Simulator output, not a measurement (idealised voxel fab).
The following is a process module called voxel self aligned contacts.
140 nm wide, 5 nm square cells: that's cross-section cut.
Bands, listed from the top down, are how a cross-section gets written in this document; the cross-section itself is a grid of square cells, and a band is one or more rows of them.
In this notation a band is specified by the heights of its top and bottom, in that order and in nm, after which its materials appear from left to right, each paired with its width in nm. The word "edge to edge" attached to a single material means that material fills the band from edge to edge; the word "blank" stands for empty space.
Height datum 0, below which the as-received substrate wafer is one material. Lowest band open at the bottom, running downward: "from 0 down".
Read "30 to 40" as a graded width: first number on top, second number at the bottom, same change between each pair of neighbouring rows.
"identical to before", as given for a step, is the statement that not any cell of the cross-section underwent a change during that step.
Any empty space of 8 cells or more lacking an open way to the top shows up in "Closed void list" as width x height at distance, distance from the left edge, in nm.
If you see something after the settings on a step's line, that's the simulator's own remark about that step.
When a step includes a mask, the "overlay nm" setting on its line states how far to the right of its planned place that mask lay, and negative values state how far to the left.

[The steps planned for the process are as follows]
1,RECEIVE, material Si
2,OXIDIZE, depth nm 5
3,DIRECTIONAL_DEP, material polySi, thk nm 25
4,DIRECTIONAL_DEP, material SiN, thk nm 25
5,PATTERN, tone cover, mask id GATE, material resist, width nm 35, pitch nm 75, thk nm 20, overlay nm 0
6,DIRECTIONAL_ETCH, etch materials SiN, depth nm 25
7,DIRECTIONAL_ETCH, etch materials polySi, depth nm 25
8,STRIP, etch materials resist
9,CONFORMAL_DEP, material SiN, thk nm 10
10,DIRECTIONAL_ETCH, etch materials SiN, depth nm 10
11,FILL_DEP, material SiO2, thk nm 10
12,CMP, height nm 55
13,PATTERN, tone open, mask id CONTACT, material resist, width nm 50, thk nm 20, overlay nm 0
14,DIRECTIONAL_ETCH, etch materials SiO2, depth nm 60
15,STRIP, etch materials resist
16,CONFORMAL_DEP, material TiN, thk nm 5
17,FILL_DEP, material W, thk nm 10
18,CMP, height nm 55
19,CONFORMAL_DEP, material SiCN, thk nm 5

[Cross-section of the wafer at receipt, which is the condition after step 1]
from 0 down  Si edge to edge
Closed void list: none

[a wafer at the end: this start, this plan, one mistake]
from 60 to 55  SiCN edge to edge
from 55 to 50  SiO2: 5; SiN: 55; TiN: 20; SiN: 55; SiO2: 5
from 50 to 25  SiN edge to edge
from 25 to 0  polySi edge to edge
from 0 to -5  SiO2 edge to edge
from -5 down  Si edge to edge
Closed void list: none
Run error: plan step 4 was conducted twice
